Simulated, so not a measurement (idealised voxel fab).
Process module, titled voxel capacitor over wiring
The cross-section shown here is cut; it is 295 nm wide and divided into square cells measuring 5 nm on a side.
We lay out every cross-section as a grid of square cells and spell it out in bands from the top down, where one band means one or more rows of cells.
Within each band entry, the heights of the top and of the bottom of the band appear first, in that order and in nm; the materials of the band then follow from left to right, each with its corresponding width in nm. The designation "all across" on a single material indicates that it fills the band from edge to edge; the designation "blank" indicates empty space.
Note: height 0 marks the level under which the wafer is uniformly one material as received. Lowest band unbounded below, written "z 0 and below".
The two numbers in a width such as "30..40" mark its ends across the band: the first belongs to the top row of cells, the second to the bottom row, and from each row to the next the width moves by the same amount.
Step note "remained unchanged" = no cross-section cell changed.
This entry, "Completely sealed voids", enumerates those empty regions of no fewer than 8 cells that possess no open connection to the top. Each region is reported in the form width x height at distance, the distance being taken from the left edge, with all three quantities expressed in nm.
Heads up: the bit after the settings on a step's line is the simulator's remark on that step.
What "overlay nm" on a step's line means: if the step has a mask, that mask lay this far to the right of its planned place, or, when the value is negative, to the left.
## The steps planned for the process are as follows
1. RECEIVE [material Si]
2. CONFORMAL_DEP [material SiO2] [thk nm 10]
3. DIRECTIONAL_DEP [material TiN] [thk nm 5]
4. DIRECTIONAL_DEP [material W] [thk nm 20]
5. MASKED_ETCH [tone cover] [mask id METAL_1] [width nm 30] [pitch nm 100] [etch materials W] [depth nm 20] [overlay nm 0]
6. MASKED_ETCH [tone cover] [mask id METAL_1] [width nm 30] [pitch nm 100] [etch materials TiN] [depth nm 5] [overlay nm 0]
7. FILL_DEP [material SiO2] [thk nm 5]
8. CMP [height nm 35]
9. CONFORMAL_DEP [material SiCN] [thk nm 5]
10. DIRECTIONAL_DEP [material lowk] [thk nm 20]
11. MASKED_ETCH [tone open] [mask id PLUG_1] [width nm 15] [etch materials lowk] [depth nm 20] [overlay nm -15]
12. MASKED_ETCH [tone open] [mask id PLUG_1] [width nm 15] [etch materials SiCN] [depth nm 5] [overlay nm 0]
13. EPI [material Ru] [thk nm 10]
14. EPI [material Ru] [thk nm 10]
15. EPI [material Ru] [thk nm 5]
16. DIRECTIONAL_DEP [material TiN] [thk nm 5]
17. DIRECTIONAL_DEP [material Al2O3] [thk nm 5]
18. DIRECTIONAL_DEP [material TiN] [thk nm 5]
19. DIRECTIONAL_DEP [material aC] [thk nm 15]
20. PATTERN [tone cover] [mask id UPPER_PLATE] [material resist] [width nm 75] [thk nm 30] [overlay nm 0]
21. DIRECTIONAL_ETCH [etch materials aC] [depth nm 15]
22. STRIP [etch materials resist]
23. DIRECTIONAL_ETCH [etch materials TiN] [depth nm 5]
24. DIRECTIONAL_ETCH [etch materials Al2O3] [depth nm 5]
25. STRIP [etch materials aC]
26. DIRECTIONAL_DEP [material aC] [thk nm 10]
27. PATTERN [tone cover] [mask id LOWER_PLATE] [material resist] [width nm 85] [thk nm 30] [overlay nm 0]
28. DIRECTIONAL_ETCH [etch materials aC] [depth nm 10]
29. STRIP [etch materials resist]
30. DIRECTIONAL_ETCH [etch materials TiN] [depth nm 5]
31. STRIP [etch materials aC]
32. FILL_DEP [material SiO2] [thk nm 20]
33. CMP [height nm 90]
34. PATTERN [tone open] [mask id PLUG_2] [material resist] [width nm 15] [thk nm 15] [overlay nm 0]
35. DIRECTIONAL_ETCH [etch materials SiO2] [depth nm 15]
36. STRIP [etch materials resist]
37. CONFORMAL_DEP [material TiN] [thk nm 5]
38. FILL_DEP [material Ru] [thk nm 10]
39. CMP [height nm 90]
40. CONFORMAL_DEP [material SiCN] [thk nm 5]
What sets these wafers apart? The overlay nm at step 11. They all start alike, and the plan carries the first wafer's value.
## First wafer of several, as received: cross-section after step 1
    z 0 and below  Si all across
    Completely sealed voids: none
## Module end state after final step 40: cross-section of the first of several wafers
    z 95 to 90  SiCN all across
    z 90 to 80  105 SiO2, 5 TiN, 5 Ru, 5 TiN, 175 SiO2
    z 80 to 70  105..95 SiO2, 15..75 TiN, 175..125 SiO2
    z 70 to 65  95 SiO2, 75 Al2O3, 125 SiO2
    z 65 to 60  95 SiO2, 80 TiN, 120 SiO2
    z 60 to 45  80 lowk, 15 SiO2, 200 lowk
    z 45 to 40  80 lowk, 10 SiO2, 5 TiN, 200 lowk
    z 40 to 35  SiCN all across
    z 35 to 15  80 SiO2, 30 W, 70 SiO2, 30 W, 85 SiO2
    z 15 to 10  80 SiO2, 30 TiN, 70 SiO2, 30 TiN, 85 SiO2
    z 10 to 0  SiO2 all across
    z 0 and below  Si all across
    Completely sealed voids: none
## Showing the last wafer in cross-section at the end of the module
    z 95 to 90  SiCN all across
    z 90 to 80  105 SiO2, 5 TiN, 5 Ru, 5 TiN, 175 SiO2
    z 80 to 75  105 SiO2, 15 TiN, 175 SiO2
    z 75 to 70  95 SiO2, 15 TiN, 15 SiO2, 45 TiN, 125 SiO2
    z 70 to 65  95 SiO2, 15 Al2O3, 15 SiO2, 45 Al2O3, 125 SiO2
    z 65 to 60  90 SiO2, 20 TiN, 15 SiO2, 50 TiN, 120 SiO2
    z 60 to 55  110 lowk, 15 SiO2, 170 lowk
    z 55 to 50  110 lowk, 15 TiN, 170 lowk
    z 50 to 45  110 lowk, 15 Al2O3, 170 lowk
    z 45 to 40  110 lowk, 15 TiN, 170 lowk
    z 40 to 35  SiCN all across
    z 35 to 15  80 SiO2, 30 W, 70 SiO2, 30 W, 85 SiO2
    z 15 to 10  80 SiO2, 30 TiN, 70 SiO2, 30 TiN, 85 SiO2
    z 10 to 0  SiO2 all across
    z 0 and below  Si all across
    Completely sealed voids: none
## Each row below is a wafer at the end of the module, listing for every material the number of cells it has gained (+) or lost (-) since it was received, followed by its closed voids
overlay nm -15, +15 Al2O3, +2 Ru, +118 SiCN, +663 SiO2, +51 TiN, +48 W, +224 lowk, Completely sealed voids: none
overlay nm -10, +15 Al2O3, +15 Ru, +117 SiCN, +651 SiO2, +51 TiN, +48 W, +224 lowk, Completely sealed voids: none
overlay nm -5, +15 Al2O3, +16 Ru, +116 SiCN, +651 SiO2, +51 TiN, +48 W, +224 lowk, Completely sealed voids: none
overlay nm 0, +15 Al2O3, +17 Ru, +115 SiCN, +651 SiO2, +51 TiN, +48 W, +224 lowk, Completely sealed voids: none
overlay nm 5, +15 Al2O3, +16 Ru, +116 SiCN, +651 SiO2, +51 TiN, +48 W, +224 lowk, Completely sealed voids: none
overlay nm 10, +15 Al2O3, +15 Ru, +117 SiCN, +651 SiO2, +51 TiN, +48 W, +224 lowk, Completely sealed voids: none
overlay nm 15, +15 Al2O3, +2 Ru, +118 SiCN, +663 SiO2, +51 TiN, +48 W, +224 lowk, Completely sealed voids: none
